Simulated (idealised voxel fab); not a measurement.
process module | voxel capacitor over wiring
cross-section cut | 235 nm wide | cells 5 nm
A cross-section is a grid of square cells, given in bands from the top down. A band is one or more rows of cells.
Each band's line starts with the height of the band's top and of its bottom, in nm. Then come its materials from left to right, each with its width in nm. One material with "throughout" fills the band from edge to edge. "air" is empty space.
Height 0 is the level under which the wafer as received is all one material. The lowest band goes on downwards, as in "0 down".
A width such as "30 to 40" changes by the same amount from each row of cells to the next, from the band's top row to its bottom row.
"no change" after a step means that no cell of the cross-section changed.
closed voids: empty space of 8 cells or more with no open way to the top, each as width x height at its distance from the left edge, in nm
after a step's settings: what the simulator itself notes on the step
overlay nm, on a step with a mask: how far to the right of its planned place the mask lay; to the left if negative
Each pair below shows a cross-section before one step and the cross-section after it, down to the lowest band that changed. The line under each pair gives the step between them, with its settings. The pairs can come from different runs of this module on the same starting wafer, so a pair continues from the pair above only where its "before" says so.
before
  0 down: Si throughout
  closed voids: none
after
  10 to 0: SiO2 throughout
  below 0: unchanged
  closed voids: none
the step between: op CONFORMAL_DEP | material SiO2 | thk nm 10
before: the cross-section after the pair above
after
  15 to 10: SiCN throughout
  below 10: unchanged
  closed voids: none
the step between: op CONFORMAL_DEP | material SiCN | thk nm 5
before: the cross-section after the pair above
after
  35 to 15: lowk throughout
  below 15: unchanged
  closed voids: none
the step between: op DIRECTIONAL_DEP | material lowk | thk nm 20
before: the cross-section after the pair above
after
  50 to 35: aC throughout
  below 35: unchanged
  closed voids: none
the step between: op DIRECTIONAL_DEP | material aC | thk nm 15
before: the cross-section after the pair above
after
  80 to 50: resist 60 | air 30 | resist 55 | air 30 | resist 60
  below 50: unchanged
  closed voids: none
the step between: op PATTERN | tone open | mask id METAL_1 | material resist | width nm 30 | pitch nm 85 | thk nm 30 | overlay nm 0
before: the cross-section after the pair above
after
  65 to 50: resist 60 | air 30 | resist 55 | air 30 | resist 60
  50 to 35: aC 60 | air 30 | aC 55 | air 30 | aC 60
  below 35: unchanged
  closed voids: none
the step between: op DIRECTIONAL_ETCH | etch materials aC | depth nm 15
before: the cross-section after the pair above
after
  50 to 35: aC 60 | air 30 | aC 55 | air 30 | aC 60
  below 35: unchanged
  closed voids: none
the step between: op STRIP | etch materials resist
before: the cross-section after the pair above
after
  50 to 35: aC 60 | air 30 | aC 55 | air 30 | aC 60
  35 to 15: lowk 60 | air 30 | lowk 55 | air 30 | lowk 60
  below 15: unchanged
  closed voids: none
the step between: op DIRECTIONAL_ETCH | etch materials lowk | depth nm 20
before: the cross-section after the pair above
after
  50 to 35: aC 60 | air 30 | aC 55 | air 30 | aC 60
  35 to 15: lowk 60 | air 30 | lowk 55 | air 30 | lowk 60
  15 to 10: SiCN 60 | air 30 | SiCN 55 | air 30 | SiCN 60
  below 10: unchanged
  closed voids: none
the step between: op DIRECTIONAL_ETCH | etch materials SiCN | depth nm 5
before: the cross-section after the pair above
after
  35 to 15: lowk 60 | air 30 | lowk 55 | air 30 | lowk 60
  below 15: unchanged
  closed voids: none
the step between: op STRIP | etch materials aC
before: the cross-section after the pair above
after
  40 to 35: TiN 65 | air 20 | TiN 65 | air 20 | TiN 65
  35 to 15: lowk 60 | TiN 5 | air 20 | TiN 5 | lowk 55 | TiN 5 | air 20 | TiN 5 | lowk 60
  15 to 10: SiCN 60 | TiN 30 | SiCN 55 | TiN 30 | SiCN 60
  below 10: unchanged
  closed voids: none
the step between: op CONFORMAL_DEP | material TiN | thk nm 5
before: the cross-section after the pair above
after
  50 to 40: Ru throughout
  40 to 35: TiN 65 | Ru 20 | TiN 65 | Ru 20 | TiN 65
  35 to 15: lowk 60 | TiN 5 | Ru 20 | TiN 5 | lowk 55 | TiN 5 | Ru 20 | TiN 5 | lowk 60
  below 15: unchanged
  closed voids: none
the step between: op FILL_DEP | material Ru | thk nm 10
before: the cross-section after the pair above
after
  35 to 15: lowk 60 | TiN 5 | Ru 20 | TiN 5 | lowk 55 | TiN 5 | Ru 20 | TiN 5 | lowk 60
  below 15: unchanged
  closed voids: none
the step between: op CMP | height nm 35
before: the cross-section after the pair above
after
  40 to 35: SiCN throughout
  below 35: unchanged
  closed voids: none
the step between: op CONFORMAL_DEP | material SiCN | thk nm 5
before: the cross-section after the pair above
after
  50 to 40: lowk throughout
  below 40: unchanged
  closed voids: none
the step between: op DIRECTIONAL_DEP | material lowk | thk nm 10
before: the cross-section after the pair above
after
  50 to 40: lowk 75 | air 15 | lowk 145
  below 40: unchanged
  closed voids: none
the step between: op MASKED_ETCH | tone open | mask id PLUG_1 | width nm 15 | etch materials lowk | depth nm 10 | overlay nm 0
before: the cross-section after the pair above
after
  50 to 40: lowk 75 | air 15 | lowk 145
  40 to 35: SiCN 75 | air 15 | SiCN 145
  below 35: unchanged
  closed voids: none
the step between: op MASKED_ETCH | tone open | mask id PLUG_1 | width nm 15 | etch materials SiCN | depth nm 5 | overlay nm 0
before: the cross-section after the pair above
after
  50 to 45: lowk 75 | air 15 | lowk 145
  45 to 40: lowk 75 | Ru 15 | lowk 145
  40 to 35: SiCN 75 | Ru 15 | SiCN 145
  below 35: unchanged
  closed voids: none
the step between: op EPI | material Ru | thk nm 10
before: the cross-section after the pair above
after
  50 to 40: lowk 75 | Ru 15 | lowk 145
  below 40: unchanged
  closed voids: none
the step between: op EPI | material Ru | thk nm 5
before: the cross-section after the pair above
after
  60 to 50: TiN throughout
  below 50: unchanged
  closed voids: none
the step between: op DIRECTIONAL_DEP | material TiN | thk nm 10
before: the cross-section after the pair above
after
  65 to 60: HfO2 throughout
  below 60: unchanged
  closed voids: none
the step between: op DIRECTIONAL_DEP | material HfO2 | thk nm 5
before: the cross-section after the pair above
after
  70 to 65: TiN throughout
  below 65: unchanged
  closed voids: none
the step between: op DIRECTIONAL_DEP | material TiN | thk nm 5
before: the cross-section after the pair above
after
  85 to 70: air 75 | resist 60 | air 100
  below 70: unchanged
  closed voids: none
the step between: op PATTERN | tone cover | mask id UPPER_PLATE | material resist | width nm 60 | thk nm 15 | overlay nm 0
before: the cross-section after the pair above
after
  85 to 70: air 75 | resist 60 | air 100
  70 to 65: air 75 | TiN 60 | air 100
  below 65: unchanged
  closed voids: none
the step between: op DIRECTIONAL_ETCH | etch materials TiN | depth nm 5
before: the cross-section after the pair above
after
  85 to 70: air 75 | resist 60 | air 100
  70 to 65: air 75 | TiN 60 | air 100
  65 to 60: air 75 | HfO2 60 | air 100
  below 60: unchanged
  closed voids: none
the step between: op DIRECTIONAL_ETCH | etch materials HfO2 | depth nm 5
before: the cross-section after the pair above
after
  70 to 65: air 75 | TiN 60 | air 100
  below 65: unchanged
  closed voids: none
the step between: op STRIP | etch materials resist
before: the cross-section after the pair above
after
  90 to 70: air 70 | resist 70 | air 95
  70 to 65: air 70 | resist 5 | TiN 60 | resist 5 | air 95
  65 to 60: air 70 | resist 5 | HfO2 60 | resist 5 | air 95
  below 60: unchanged
  closed voids: none
the step between: op PATTERN | tone cover | mask id LOWER_PLATE | material resist | width nm 70 | thk nm 20 | overlay nm 0
before: the cross-section after the pair above
after
  90 to 70: air 70 | resist 70 | air 95
  70 to 65: air 70 | resist 5 | TiN 60 | resist 5 | air 95
  65 to 60: air 70 | resist 5 | HfO2 60 | resist 5 | air 95
  60 to 50: air 70 | TiN 70 | air 95
  below 50: unchanged
  closed voids: none
the step between: op DIRECTIONAL_ETCH | etch materials TiN | depth nm 10
before: the cross-section after the pair above
after
  70 to 65: air 75 | TiN 60 | air 100
  65 to 60: air 75 | HfO2 60 | air 100
  below 60: unchanged
  closed voids: none
the step between: op STRIP | etch materials resist
before: the cross-section after the pair above
after
  90 to 70: SiO2 throughout
  70 to 65: SiO2 75 | TiN 60 | SiO2 100
  65 to 60: SiO2 75 | HfO2 60 | SiO2 100
  60 to 50: SiO2 70 | TiN 70 | SiO2 95
  below 50: unchanged
  closed voids: none
the step between: op FILL_DEP | material SiO2 | thk nm 20
before: the cross-section after the pair above
after
  85 to 70: SiO2 throughout
  below 70: unchanged
  closed voids: none
the step between: op CMP | height nm 85
before: the cross-section after the pair above
after
  95 to 85: aC throughout
  below 85: unchanged
  closed voids: none
the step between: op DIRECTIONAL_DEP | material aC | thk nm 10
before: the cross-section after the pair above
after
  125 to 95: resist 85 | air 15 | resist 135
  below 95: unchanged
  closed voids: none
the step between: op PATTERN | tone open | mask id PLUG_2 | material resist | width nm 15 | thk nm 30 | overlay nm 0
before: the cross-section after the pair above
after
  115 to 95: resist 85 | air 15 | resist 135
  95 to 85: aC 85 | air 15 | aC 135
  below 85: unchanged
  closed voids: none
the step between: op DIRECTIONAL_ETCH | etch materials aC | depth nm 10
before: the cross-section after the pair above
after
  95 to 85: aC 85 | air 15 | aC 135
  below 85: unchanged
  closed voids: none
the step between: op STRIP | etch materials resist
before: the cross-section after the pair above
after
  95 to 85: aC 85 | air 15 | aC 135
  85 to 70: SiO2 85 | air 15 | SiO2 135
  below 70: unchanged
  closed voids: none
the step between: op DIRECTIONAL_ETCH | etch materials SiO2 | depth nm 15
before: the cross-section after the pair above
after
  85 to 70: SiO2 85 | air 15 | SiO2 135
  below 70: unchanged
  closed voids: none
the step between: op STRIP | etch materials aC
before: the cross-section after the pair above
after
  90 to 85: TiN 90 | air 5 | TiN 140
  85 to 75: SiO2 85 | TiN 5 | air 5 | TiN 5 | SiO2 135
  75 to 65: SiO2 85 to 75 | TiN 15 to 60 | SiO2 135 to 100
  below 65: unchanged
  closed voids: none
the step between: op CONFORMAL_DEP | material TiN | thk nm 5
before: the cross-section after the pair above
after
  95 to 90: Cu throughout
  90 to 85: TiN 90 | Cu 5 | TiN 140
  85 to 75: SiO2 85 | TiN 5 | Cu 5 | TiN 5 | SiO2 135
  below 75: unchanged
  closed voids: none
the step between: op FILL_DEP | material Cu | thk nm 5
before: the cross-section after the pair above
after
  85 to 75: SiO2 85 | TiN 5 | Cu 5 | TiN 5 | SiO2 135
  below 75: unchanged
  closed voids: none
the step between: op CMP | height nm 85
before: the cross-section after the pair above
after
  90 to 85: SiN throughout
  below 85: unchanged
  closed voids: none
the step between: op CONFORMAL_DEP | material SiN | thk nm 5
before
  50 to 40: Ru throughout
  40 to 35: TiN 65 | Ru 20 | TiN 65 | Ru 20 | TiN 65
  35 to 15: lowk 60 | TiN 5 | Ru 20 | TiN 5 | lowk 55 | TiN 5 | Ru 20 | TiN 5 | lowk 60
  15 to 10: SiCN 60 | TiN 30 | SiCN 55 | TiN 30 | SiCN 60
  10 to 0: SiO2 throughout
  0 down: Si throughout
  closed voids: none
after
  55 to 50: SiCN throughout
  below 50: unchanged
  closed voids: none
the step between: op CONFORMAL_DEP | material SiCN | thk nm 5
before: the cross-section after the pair above
after
  65 to 55: lowk throughout
  below 55: unchanged
  closed voids: none
the step between: op DIRECTIONAL_DEP | material lowk | thk nm 10
before: the cross-section after the pair above
after
  65 to 55: lowk 75 | air 15 | lowk 145
  below 55: unchanged
  closed voids: none
the step between: op MASKED_ETCH | tone open | mask id PLUG_1 | width nm 15 | etch materials lowk | depth nm 10 | overlay nm 0
before: the cross-section after the pair above
after
  65 to 55: lowk 75 | air 15 | lowk 145
  55 to 50: SiCN 75 | air 15 | SiCN 145
  below 50: unchanged
  closed voids: none
the step between: op MASKED_ETCH | tone open | mask id PLUG_1 | width nm 15 | etch materials SiCN | depth nm 5 | overlay nm 0
before: the cross-section after the pair above
after
  65 to 60: lowk 75 | air 15 | lowk 145
  60 to 55: lowk 75 | Ru 15 | lowk 145
  55 to 50: SiCN 75 | Ru 15 | SiCN 145
  below 50: unchanged
  closed voids: none
the step between: op EPI | material Ru | thk nm 10
before: the cross-section after the pair above
after
  65 to 55: lowk 75 | Ru 15 | lowk 145
  below 55: unchanged
  closed voids: none
the step between: op EPI | material Ru | thk nm 5
before: the cross-section after the pair above
after
  75 to 65: TiN throughout
  below 65: unchanged
  closed voids: none
the step between: op DIRECTIONAL_DEP | material TiN | thk nm 10
before: the cross-section after the pair above
after
  80 to 75: HfO2 throughout
  below 75: unchanged
  closed voids: none
the step between: op DIRECTIONAL_DEP | material HfO2 | thk nm 5
before: the cross-section after the pair above
after
  85 to 80: TiN throughout
  below 80: unchanged
  closed voids: none
the step between: op DIRECTIONAL_DEP | material TiN | thk nm 5
before: the cross-section after the pair above
after
  100 to 85: air 75 | resist 60 | air 100
  below 85: unchanged
  closed voids: none
the step between: op PATTERN | tone cover | mask id UPPER_PLATE | material resist | width nm 60 | thk nm 15 | overlay nm 0
before: the cross-section after the pair above
after
  100 to 85: air 75 | resist 60 | air 100
  85 to 80: air 75 | TiN 60 | air 100
  below 80: unchanged
  closed voids: none
the step between: op DIRECTIONAL_ETCH | etch materials TiN | depth nm 5
before: the cross-section after the pair above
after
  100 to 85: air 75 | resist 60 | air 100
  85 to 80: air 75 | TiN 60 | air 100
  80 to 75: air 75 | HfO2 60 | air 100
  below 75: unchanged
  closed voids: none
the step between: op DIRECTIONAL_ETCH | etch materials HfO2 | depth nm 5
before: the cross-section after the pair above
after
  85 to 80: air 75 | TiN 60 | air 100
  below 80: unchanged
  closed voids: none
the step between: op STRIP | etch materials resist
before: the cross-section after the pair above
after
  105 to 85: air 70 | resist 70 | air 95
  85 to 80: air 70 | resist 5 | TiN 60 | resist 5 | air 95
  80 to 75: air 70 | resist 5 | HfO2 60 | resist 5 | air 95
  below 75: unchanged
  closed voids: none
the step between: op PATTERN | tone cover | mask id LOWER_PLATE | material resist | width nm 70 | thk nm 20 | overlay nm 0
before: the cross-section after the pair above
after
  105 to 85: air 70 | resist 70 | air 95
  85 to 80: air 70 | resist 5 | TiN 60 | resist 5 | air 95
  80 to 75: air 70 | resist 5 | HfO2 60 | resist 5 | air 95
  75 to 65: air 70 | TiN 70 | air 95
  below 65: unchanged
  closed voids: none
the step between: op DIRECTIONAL_ETCH | etch materials TiN | depth nm 10
before: the cross-section after the pair above
after
  85 to 80: air 75 | TiN 60 | air 100
  80 to 75: air 75 | HfO2 60 | air 100
  below 75: unchanged
  closed voids: none
the step between: op STRIP | etch materials resist
before: the cross-section after the pair above
after
  105 to 85: SiO2 throughout
  85 to 80: SiO2 75 | TiN 60 | SiO2 100
  80 to 75: SiO2 75 | HfO2 60 | SiO2 100
  75 to 65: SiO2 70 | TiN 70 | SiO2 95
  below 65: unchanged
  closed voids: none
the step between: op FILL_DEP | material SiO2 | thk nm 20
before: the cross-section after the pair above
after
  85 to 80: SiO2 75 | TiN 60 | SiO2 100
  below 80: unchanged
  closed voids: none
the step between: op CMP | height nm 85
before: the cross-section after the pair above
after
  95 to 85: aC throughout
  below 85: unchanged
  closed voids: none
the step between: op DIRECTIONAL_DEP | material aC | thk nm 10
before: the cross-section after the pair above
after
  125 to 95: resist 85 | air 15 | resist 135
  below 95: unchanged
  closed voids: none
the step between: op PATTERN | tone open | mask id PLUG_2 | material resist | width nm 15 | thk nm 30 | overlay nm 0
before: the cross-section after the pair above
after
  115 to 95: resist 85 | air 15 | resist 135
  95 to 85: aC 85 | air 15 | aC 135
  below 85: unchanged
  closed voids: none
the step between: op DIRECTIONAL_ETCH | etch materials aC | depth nm 10
before: the cross-section after the pair above
after
  95 to 85: aC 85 | air 15 | aC 135
  below 85: unchanged
  closed voids: none
the step between: op STRIP | etch materials resist
before: the cross-section after the pair above
after
  85 to 80: SiO2 75 | TiN 60 | SiO2 100
  below 80: unchanged
  closed voids: none
the step between: op STRIP | etch materials aC
before: the cross-section after the pair above
after
  90 to 85: TiN throughout
  below 85: unchanged
  closed voids: none
the step between: op CONFORMAL_DEP | material TiN | thk nm 5
before: the cross-section after the pair above
after
  95 to 90: Cu throughout
  below 90: unchanged
  closed voids: none
the step between: op FILL_DEP | material Cu | thk nm 5
before: the cross-section after the pair above
after
  85 to 80: SiO2 75 | TiN 60 | SiO2 100
  below 80: unchanged
  closed voids: none
the step between: op CMP | height nm 85
before: the cross-section after the pair above
after
  90 to 85: SiN throughout
  below 85: unchanged
  closed voids: none
the step between: op CONFORMAL_DEP | material SiN | thk nm 5
before
  50 to 45: lowk 75 | air 15 | lowk 145
  45 to 40: lowk 75 | Ru 15 | lowk 145
  40 to 35: SiCN 75 | Ru 15 | SiCN 145
  35 to 15: lowk 60 | TiN 5 | Ru 20 | TiN 5 | lowk 55 | TiN 5 | Ru 20 | TiN 5 | lowk 60
  15 to 10: SiCN 60 | TiN 30 | SiCN 55 | TiN 30 | SiCN 60
  10 to 0: SiO2 throughout
  0 down: Si throughout
  closed voids: none
after
  55 to 50: air 70 | Ru 25 | air 140
  50 to 40: lowk 75 | Ru 15 | lowk 145
  below 40: unchanged
  closed voids: none
the step between: op EPI | material Ru | thk nm 10
before: the cross-section after the pair above
after
  60 to 50: air 65 | Ru 35 | air 135
  below 50: unchanged
  closed voids: none
the step between: op EPI | material Ru | thk nm 5
before: the cross-section after the pair above
after
  70 to 60: air 65 | TiN 35 | air 135
  60 to 50: TiN 65 | Ru 35 | TiN 135
  below 50: unchanged
  closed voids: none
the step between: op DIRECTIONAL_DEP | material TiN | thk nm 10
before: the cross-section after the pair above
after
  75 to 70: air 65 | HfO2 35 | air 135
  70 to 65: air 65 | TiN 35 | air 135
  65 to 60: HfO2 65 | TiN 35 | HfO2 135
  below 60: unchanged
  closed voids: none
the step between: op DIRECTIONAL_DEP | material HfO2 | thk nm 5
before: the cross-section after the pair above
after
  80 to 75: air 65 | TiN 35 | air 135
  75 to 70: air 65 | HfO2 35 | air 135
  70 to 65: TiN throughout
  below 65: unchanged
  closed voids: none
the step between: op DIRECTIONAL_DEP | material TiN | thk nm 5
before: the cross-section after the pair above
after
  95 to 80: air 75 | resist 60 | air 100
  80 to 75: air 65 | TiN 35 | resist 35 | air 100
  75 to 70: air 65 | HfO2 35 | resist 35 | air 100
  below 70: unchanged
  closed voids: none
the step between: op PATTERN | tone cover | mask id UPPER_PLATE | material resist | width nm 60 | thk nm 15 | overlay nm 0
before: the cross-section after the pair above
after
  95 to 80: air 75 | resist 60 | air 100
  80 to 75: air 75 | TiN 25 | resist 35 | air 100
  75 to 70: air 65 | HfO2 35 | resist 35 | air 100
  70 to 65: air 65 | TiN 70 | air 100
  below 65: unchanged
  closed voids: none
the step between: op DIRECTIONAL_ETCH | etch materials TiN | depth nm 5
before: the cross-section after the pair above
after
  95 to 80: air 75 | resist 60 | air 100
  80 to 75: air 75 | TiN 25 | resist 35 | air 100
  75 to 70: air 75 | HfO2 25 | resist 35 | air 100
  70 to 65: air 65 | TiN 70 | air 100
  65 to 60: air 65 | TiN 35 | HfO2 35 | air 100
  below 60: unchanged
  closed voids: none
the step between: op DIRECTIONAL_ETCH | etch materials HfO2 | depth nm 5
before: the cross-section after the pair above
after
  80 to 75: air 75 | TiN 25 | air 135
  75 to 70: air 75 | HfO2 25 | air 135
  below 70: unchanged
  closed voids: none
the step between: op STRIP | etch materials resist
before: the cross-section after the pair above
after
  100 to 80: air 70 | resist 70 | air 95
  80 to 75: air 70 | resist 5 | TiN 25 | resist 40 | air 95
  75 to 70: air 70 | resist 5 | HfO2 25 | resist 40 | air 95
  70 to 65: air 65 | TiN 70 | resist 5 | air 95
  65 to 60: air 65 | TiN 35 | HfO2 35 | resist 5 | air 95
  below 60: unchanged
  closed voids: none
the step between: op PATTERN | tone cover | mask id LOWER_PLATE | material resist | width nm 70 | thk nm 20 | overlay nm 0
before: the cross-section after the pair above
after
  100 to 80: air 70 | resist 70 | air 95
  80 to 75: air 70 | resist 5 | TiN 25 | resist 40 | air 95
  75 to 70: air 70 | resist 5 | HfO2 25 | resist 40 | air 95
  70 to 65: air 70 | TiN 65 | resist 5 | air 95
  65 to 60: air 70 | TiN 30 | HfO2 35 | resist 5 | air 95
  60 to 50: air 65 | Ru 35 | TiN 40 | air 95
  below 50: unchanged
  closed voids: none
the step between: op DIRECTIONAL_ETCH | etch materials TiN | depth nm 10
before: the cross-section after the pair above
after
  80 to 75: air 75 | TiN 25 | air 135
  75 to 70: air 75 | HfO2 25 | air 135
  70 to 65: air 70 | TiN 65 | air 100
  65 to 60: air 70 | TiN 30 | HfO2 35 | air 100
  below 60: unchanged
  closed voids: none
the step between: op STRIP | etch materials resist
before: the cross-section after the pair above
after
  100 to 80: SiO2 throughout
  80 to 75: SiO2 75 | TiN 25 | SiO2 135
  75 to 70: SiO2 75 | HfO2 25 | SiO2 135
  70 to 65: SiO2 70 | TiN 65 | SiO2 100
  65 to 60: SiO2 70 | TiN 30 | HfO2 35 | SiO2 100
  60 to 50: SiO2 65 | Ru 35 | TiN 40 | SiO2 95
  below 50: unchanged
  closed voids: none
the step between: op FILL_DEP | material SiO2 | thk nm 20
before: the cross-section after the pair above
after
  85 to 80: SiO2 throughout
  below 80: unchanged
  closed voids: none
the step between: op CMP | height nm 85
before: the cross-section after the pair above
after
  95 to 85: aC throughout
  below 85: unchanged
  closed voids: none
the step between: op DIRECTIONAL_DEP | material aC | thk nm 10
before: the cross-section after the pair above
after
  125 to 95: resist 85 | air 15 | resist 135
  below 95: unchanged
  closed voids: none
the step between: op PATTERN | tone open | mask id PLUG_2 | material resist | width nm 15 | thk nm 30 | overlay nm 0
before: the cross-section after the pair above
after
  115 to 95: resist 85 | air 15 | resist 135
  95 to 85: aC 85 | air 15 | aC 135
  below 85: unchanged
  closed voids: none
the step between: op DIRECTIONAL_ETCH | etch materials aC | depth nm 10
before: the cross-section after the pair above
after
  95 to 85: aC 85 | air 15 | aC 135
  below 85: unchanged
  closed voids: none
the step between: op STRIP | etch materials resist
before: the cross-section after the pair above
after
  95 to 85: aC 85 | air 15 | aC 135
  85 to 80: SiO2 85 | air 15 | SiO2 135
  below 80: unchanged
  closed voids: none
the step between: op DIRECTIONAL_ETCH | etch materials SiO2 | depth nm 15
before: the cross-section after the pair above
after
  85 to 80: SiO2 85 | air 15 | SiO2 135
  below 80: unchanged
  closed voids: none
the step between: op STRIP | etch materials aC
before: the cross-section after the pair above
after
  90 to 85: TiN 90 | air 5 | TiN 140
  85 to 75: SiO2 85 to 75 | TiN 15 to 25 | SiO2 135
  below 75: unchanged
  closed voids: none
the step between: op CONFORMAL_DEP | material TiN | thk nm 5
before: the cross-section after the pair above
after
  95 to 90: Cu throughout
  90 to 85: TiN 90 | Cu 5 | TiN 140
  below 85: unchanged
  closed voids: none
the step between: op FILL_DEP | material Cu | thk nm 5
before: the cross-section after the pair above
after
  85 to 75: SiO2 85 to 75 | TiN 15 to 25 | SiO2 135
  below 75: unchanged
  closed voids: none
the step between: op CMP | height nm 85
before: the cross-section after the pair above
after
  90 to 85: SiN throughout
  below 85: unchanged
  closed voids: none
the step between: op CONFORMAL_DEP | material SiN | thk nm 5
before
  50 to 45: lowk 75 | air 15 | lowk 145
  45 to 40: lowk 75 | Ru 15 | lowk 145
  40 to 35: SiCN 75 | Ru 15 | SiCN 145
  35 to 15: lowk 60 | TiN 5 | Ru 20 | TiN 5 | lowk 55 | TiN 5 | Ru 20 | TiN 5 | lowk 60
  15 to 10: SiCN 60 | TiN 30 | SiCN 55 | TiN 30 | SiCN 60
  10 to 0: SiO2 throughout
  0 down: Si throughout
  closed voids: none
after
  60 to 55: TiN 75 | air 15 | TiN 145
  55 to 50: TiN throughout
  50 to 45: lowk 75 | TiN 15 | lowk 145
  below 45: unchanged
  closed voids: none
the step between: op DIRECTIONAL_DEP | material TiN | thk nm 10
before: the cross-section after the pair above
after
  65 to 60: Ru 80 | air 5 | Ru 150
  60 to 55: TiN 75 | Ru 15 | TiN 145
  below 55: unchanged
  closed voids: none
the step between: op EPI | material Ru | thk nm 5
before: the cross-section after the pair above
after
  70 to 65: HfO2 80 | air 5 | HfO2 150
  65 to 60: Ru 80 | HfO2 5 | Ru 150
  below 60: unchanged
  closed voids: none
the step between: op DIRECTIONAL_DEP | material HfO2 | thk nm 5
before: the cross-section after the pair above
after
  75 to 70: TiN 80 | air 5 | TiN 150
  70 to 65: HfO2 80 | TiN 5 | HfO2 150
  below 65: unchanged
  closed voids: none
the step between: op DIRECTIONAL_DEP | material TiN | thk nm 5
before: the cross-section after the pair above
after
  90 to 75: air 75 | resist 60 | air 100
  75 to 70: TiN 80 | resist 5 | TiN 150
  below 70: unchanged
  closed voids: none
the step between: op PATTERN | tone cover | mask id UPPER_PLATE | material resist | width nm 60 | thk nm 15 | overlay nm 0
before: the cross-section after the pair above
after
  90 to 75: air 75 | resist 60 | air 100
  75 to 70: air 75 | TiN 5 | resist 5 | TiN 50 | air 100
  below 70: unchanged
  closed voids: none
the step between: op DIRECTIONAL_ETCH | etch materials TiN | depth nm 5
before: the cross-section after the pair above
after
  90 to 75: air 75 | resist 60 | air 100
  75 to 70: air 75 | TiN 5 | resist 5 | TiN 50 | air 100
  70 to 65: air 75 | HfO2 5 | TiN 5 | HfO2 50 | air 100
  below 65: unchanged
  closed voids: none
the step between: op DIRECTIONAL_ETCH | etch materials HfO2 | depth nm 5
before: the cross-section after the pair above
after
  75 to 70: air 75 | TiN 5 | air 5 | TiN 50 | air 100
  below 70: unchanged
  closed voids: none
the step between: op STRIP | etch materials resist
before: the cross-section after the pair above
after
  95 to 75: air 70 | resist 70 | air 95
  75 to 70: air 70 | resist 5 | TiN 5 | resist 5 | TiN 50 | resist 5 | air 95
  70 to 65: air 70 | resist 5 | HfO2 5 | TiN 5 | HfO2 50 | resist 5 | air 95
  below 65: unchanged
  closed voids: none
the step between: op PATTERN | tone cover | mask id LOWER_PLATE | material resist | width nm 70 | thk nm 20 | overlay nm 0
before: the cross-section after the pair above
after
  75 to 70: air 75 | TiN 5 | air 5 | TiN 50 | air 100
  70 to 65: air 75 | HfO2 5 | TiN 5 | HfO2 50 | air 100
  below 65: unchanged
  closed voids: none
the step between: op STRIP | etch materials resist
before: the cross-section after the pair above
after
  95 to 75: SiO2 throughout
  75 to 70: SiO2 75 | TiN 5 | SiO2 5 | TiN 50 | SiO2 100
  70 to 65: SiO2 75 | HfO2 5 | TiN 5 | HfO2 50 | SiO2 100
  below 65: unchanged
  closed voids: none
the step between: op FILL_DEP | material SiO2 | thk nm 20
before: the cross-section after the pair above
after
  85 to 75: SiO2 throughout
  below 75: unchanged
  closed voids: none
the step between: op CMP | height nm 85
before: the cross-section after the pair above
after
  95 to 85: aC throughout
  below 85: unchanged
  closed voids: none
the step between: op DIRECTIONAL_DEP | material aC | thk nm 10
before: the cross-section after the pair above
after
  125 to 95: resist 85 | air 15 | resist 135
  below 95: unchanged
  closed voids: none
the step between: op PATTERN | tone open | mask id PLUG_2 | material resist | width nm 15 | thk nm 30 | overlay nm 0
before: the cross-section after the pair above
after
  115 to 95: resist 85 | air 15 | resist 135
  95 to 85: aC 85 | air 15 | aC 135
  below 85: unchanged
  closed voids: none
the step between: op DIRECTIONAL_ETCH | etch materials aC | depth nm 10
before: the cross-section after the pair above
after
  95 to 85: aC 85 | air 15 | aC 135
  below 85: unchanged
  closed voids: none
the step between: op STRIP | etch materials resist
before: the cross-section after the pair above
after
  95 to 85: aC 85 | air 15 | aC 135
  85 to 75: SiO2 85 | air 15 | SiO2 135
  below 75: unchanged
  closed voids: none
the step between: op DIRECTIONAL_ETCH | etch materials SiO2 | depth nm 15
before: the cross-section after the pair above
after
  85 to 75: SiO2 85 | air 15 | SiO2 135
  below 75: unchanged
  closed voids: none
the step between: op STRIP | etch materials aC
before: the cross-section after the pair above
after
  90 to 85: TiN 90 | air 5 | TiN 140
  85 to 80: SiO2 85 | TiN 5 | air 5 | TiN 5 | SiO2 135
  80 to 75: SiO2 85 | TiN 15 | SiO2 135
  below 75: unchanged
  closed voids: none
the step between: op CONFORMAL_DEP | material TiN | thk nm 5
before: the cross-section after the pair above
after
  95 to 90: Cu throughout
  90 to 85: TiN 90 | Cu 5 | TiN 140
  85 to 80: SiO2 85 | TiN 5 | Cu 5 | TiN 5 | SiO2 135
  below 80: unchanged
  closed voids: none
the step between: op FILL_DEP | material Cu | thk nm 5
before: the cross-section after the pair above
after
  85 to 80: SiO2 85 | TiN 5 | Cu 5 | TiN 5 | SiO2 135
  below 80: unchanged
  closed voids: none
the step between: op CMP | height nm 85
before: the cross-section after the pair above
after
  90 to 85: SiN throughout
  below 85: unchanged
  closed voids: none
the step between: op CONFORMAL_DEP | material SiN | thk nm 5
before
  50 to 40: Ru throughout
  40 to 35: TiN 65 | Ru 20 | TiN 65 | Ru 20 | TiN 65
  35 to 15: lowk 60 | TiN 5 | Ru 20 | TiN 5 | lowk 55 | TiN 5 | Ru 20 | TiN 5 | lowk 60
  15 to 10: SiCN 60 | TiN 30 | SiCN 55 | TiN 30 | SiCN 60
  10 to 0: SiO2 throughout
  0 down: Si throughout
  closed voids: none
after
  30 to 15: lowk 60 | TiN 5 | Ru 20 | TiN 5 | lowk 55 | TiN 5 | Ru 20 | TiN 5 | lowk 60
  below 15: unchanged
  closed voids: none
the step between: op CMP | height nm 30
before: the cross-section after the pair above
after
  35 to 30: SiCN throughout
  below 30: unchanged
  closed voids: none
the step between: op CONFORMAL_DEP | material SiCN | thk nm 5
before: the cross-section after the pair above
after
  45 to 35: lowk throughout
  below 35: unchanged
  closed voids: none
the step between: op DIRECTIONAL_DEP | material lowk | thk nm 10
before: the cross-section after the pair above
after
  45 to 35: lowk 75 | air 15 | lowk 145
  below 35: unchanged
  closed voids: none
the step between: op MASKED_ETCH | tone open | mask id PLUG_1 | width nm 15 | etch materials lowk | depth nm 10 | overlay nm 0
before: the cross-section after the pair above
after
  45 to 35: lowk 75 | air 15 | lowk 145
  35 to 30: SiCN 75 | air 15 | SiCN 145
  below 30: unchanged
  closed voids: none
the step between: op MASKED_ETCH | tone open | mask id PLUG_1 | width nm 15 | etch materials SiCN | depth nm 5 | overlay nm 0
before: the cross-section after the pair above
after
  45 to 40: lowk 75 | air 15 | lowk 145
  40 to 35: lowk 75 | Ru 15 | lowk 145
  35 to 30: SiCN 75 | Ru 15 | SiCN 145
  below 30: unchanged
  closed voids: none
the step between: op EPI | material Ru | thk nm 10
before: the cross-section after the pair above
after
  45 to 35: lowk 75 | Ru 15 | lowk 145
  below 35: unchanged
  closed voids: none
the step between: op EPI | material Ru | thk nm 5
before: the cross-section after the pair above
after
  55 to 45: TiN throughout
  below 45: unchanged
  closed voids: none
the step between: op DIRECTIONAL_DEP | material TiN | thk nm 10
before: the cross-section after the pair above
after
  60 to 55: HfO2 throughout
  below 55: unchanged
  closed voids: none
the step between: op DIRECTIONAL_DEP | material HfO2 | thk nm 5
